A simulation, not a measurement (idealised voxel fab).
process module | voxel self aligned vias
Shown is cross-section cut, with a width of 285 nm and square cells of size 5 nm.
This document writes a cross-section as a grid whose cells are square, and gives it as bands, listed from the top down; one or more rows of cells form a band.
A band entry consists of two parts. The first gives the height of the band's top and the height of its bottom, in nm. The rest lists the band's materials from left to right, each with its width in nm. A single material labelled with the word "throughout" fills the band from edge to edge, and the word "empty" marks empty space.
Convention: height 0 is the level below which the wafer, as received, is all one material. The lowest band does not terminate at the bottom but continues downward, represented as "0 down".
A two-number width, for instance "30 to 40", indicates that the width is equal to the first number in the top row of the band and to the second number in the bottom row, and that it changes by a constant amount per row of cells.
Basically "nothing changed" means that step didn't change any cell in the cross-section.
Closed-off voids of 8+ cells (no open route to the top) go in "Closed internal voids", written width x height at distance from the left edge, in nm.
Post-settings text on a step line: simulator's own remark regarding the step.
overlay nm: right-of-plan distance of the mask on a masked step; negative values mean left-of-plan.
Intended process steps
1,RECEIVE (material Si)
2,CONFORMAL_DEP (material SiO2; thk nm 10)
3,CONFORMAL_DEP (material SiCN; thk nm 5)
4,DIRECTIONAL_DEP (material SiO2; thk nm 30)
5,DIRECTIONAL_DEP (material aC; thk nm 10)
6,PATTERN (tone open; mask id LINES; material resist; width nm 25; pitch nm 60; thk nm 25; overlay nm 0)
7,DIRECTIONAL_ETCH (etch materials aC; depth nm 10)
8,STRIP (etch materials resist)
9,DIRECTIONAL_ETCH (etch materials SiO2; depth nm 30)
10,STRIP (etch materials aC)
11,CONFORMAL_DEP (material TiN; thk nm 5)
12,FILL_DEP (material Ru; thk nm 10)
13,CMP (height nm 45)
14,SELECTIVE_ETCH (etch materials W Ru TiN; depth nm 10)
15,FILL_DEP (material SiN; thk nm 10)
16,CMP (height nm 45)
17,DIRECTIONAL_DEP (material SiO2; thk nm 20)
18,DIRECTIONAL_DEP (material aC; thk nm 10)
19,PATTERN (tone open; mask id VIAS; material resist; width nm 45; pitch nm 60; thk nm 30; overlay nm -15)
20,DIRECTIONAL_ETCH (etch materials aC; depth nm 10)
21,STRIP (etch materials resist)
22,DIRECTIONAL_ETCH (etch materials SiO2; depth nm 20)
23,DIRECTIONAL_ETCH (etch materials SiN; depth nm 10)
24,STRIP (etch materials aC)
25,CONFORMAL_DEP (material TiN; thk nm 5)
26,FILL_DEP (material Cu; thk nm 5)
27,CMP (height nm 65)
28,CONFORMAL_DEP (material SiN; thk nm 5)
Quick note for whoever runs this: the wafers start identical, but the overlay nm at step 19 isn't the same across them. The plan just shows what the first wafer had.
Cut through the first of several wafers as received, post step 1
> 0 down: Si throughout
> Closed internal voids: none
Here is the cross-section of the first of several wafers at the end of the module, after its last step, step 28
> 70 to 65: SiN throughout
> 65 to 50: SiO2: 45  TiN: 5  Cu: 35  TiN: 5  SiO2: 15  TiN: 5  Cu: 35  TiN: 5  SiO2: 15  TiN: 5  Cu: 35  TiN: 5  SiO2: 75
> 50 to 45: SiO2: 45  TiN: 30  Cu: 10  TiN: 5  SiO2: 15  TiN: 30  Cu: 10  TiN: 5  SiO2: 15  TiN: 30  Cu: 10  TiN: 5  SiO2: 75
> 45 to 40: SiO2: 70  TiN: 5  Cu: 10  TiN: 5  SiN: 5  SiO2: 35  TiN: 5  Cu: 10  TiN: 5  SiN: 5  SiO2: 35  TiN: 5  Cu: 10  TiN: 5  SiN: 5  SiO2: 70
> 40 to 35: SiO2: 70  TiN: 20  SiN: 5  SiO2: 35  TiN: 20  SiN: 5  SiO2: 35  TiN: 20  SiN: 5  SiO2: 70
> 35 to 20: SiO2: 70  TiN: 5  Ru: 15  TiN: 5  SiO2: 35  TiN: 5  Ru: 15  TiN: 5  SiO2: 35  TiN: 5  Ru: 15  TiN: 5  SiO2: 70
> 20 to 15: SiO2: 70  TiN: 25  SiO2: 35  TiN: 25  SiO2: 35  TiN: 25  SiO2: 70
> 15 to 10: SiCN throughout
> 10 to 0: SiO2 throughout
> 0 down: Si throughout
> Closed internal voids: none
Of the several wafers, the last: cross-section at the end of the module
> 70 to 65: SiN throughout
> 65 to 50: SiO2: 75  TiN: 5  Cu: 35  TiN: 5  SiO2: 15  TiN: 5  Cu: 35  TiN: 5  SiO2: 15  TiN: 5  Cu: 35  TiN: 5  SiO2: 45
> 50 to 45: SiO2: 75  TiN: 5  Cu: 10  TiN: 30  SiO2: 15  TiN: 5  Cu: 10  TiN: 30  SiO2: 15  TiN: 5  Cu: 10  TiN: 30  SiO2: 45
> 45 to 40: SiO2: 70  SiN: 5  TiN: 5  Cu: 10  TiN: 5  SiO2: 35  SiN: 5  TiN: 5  Cu: 10  TiN: 5  SiO2: 35  SiN: 5  TiN: 5  Cu: 10  TiN: 5  SiO2: 70
> 40 to 35: SiO2: 70  SiN: 5  TiN: 20  SiO2: 35  SiN: 5  TiN: 20  SiO2: 35  SiN: 5  TiN: 20  SiO2: 70
> 35 to 20: SiO2: 70  TiN: 5  Ru: 15  TiN: 5  SiO2: 35  TiN: 5  Ru: 15  TiN: 5  SiO2: 35  TiN: 5  Ru: 15  TiN: 5  SiO2: 70
> 20 to 15: SiO2: 70  TiN: 25  SiO2: 35  TiN: 25  SiO2: 35  TiN: 25  SiO2: 70
> 15 to 10: SiCN throughout
> 10 to 0: SiO2 throughout
> 0 down: Si throughout
> Closed internal voids: none
Table: wafers, a row each; end-of-module cell change per material since receipt, gain (+), loss (-); then closed voids
overlay nm -15; +75 Cu; +27 Ru; +57 SiCN; +63 SiN; +486 SiO2; +90 TiN; Closed internal voids: none
overlay nm -10; +81 Cu; +27 Ru; +57 SiCN; +57 SiN; +486 SiO2; +90 TiN; Closed internal voids: none
overlay nm -5; +81 Cu; +27 Ru; +57 SiCN; +57 SiN; +486 SiO2; +90 TiN; Closed internal voids: none
overlay nm 0; +81 Cu; +27 Ru; +57 SiCN; +57 SiN; +486 SiO2; +90 TiN; Closed internal voids: none
overlay nm 5; +81 Cu; +27 Ru; +57 SiCN; +57 SiN; +486 SiO2; +90 TiN; Closed internal voids: none
overlay nm 10; +81 Cu; +27 Ru; +57 SiCN; +57 SiN; +486 SiO2; +90 TiN; Closed internal voids: none
overlay nm 15; +75 Cu; +27 Ru; +57 SiCN; +63 SiN; +486 SiO2; +90 TiN; Closed internal voids: none
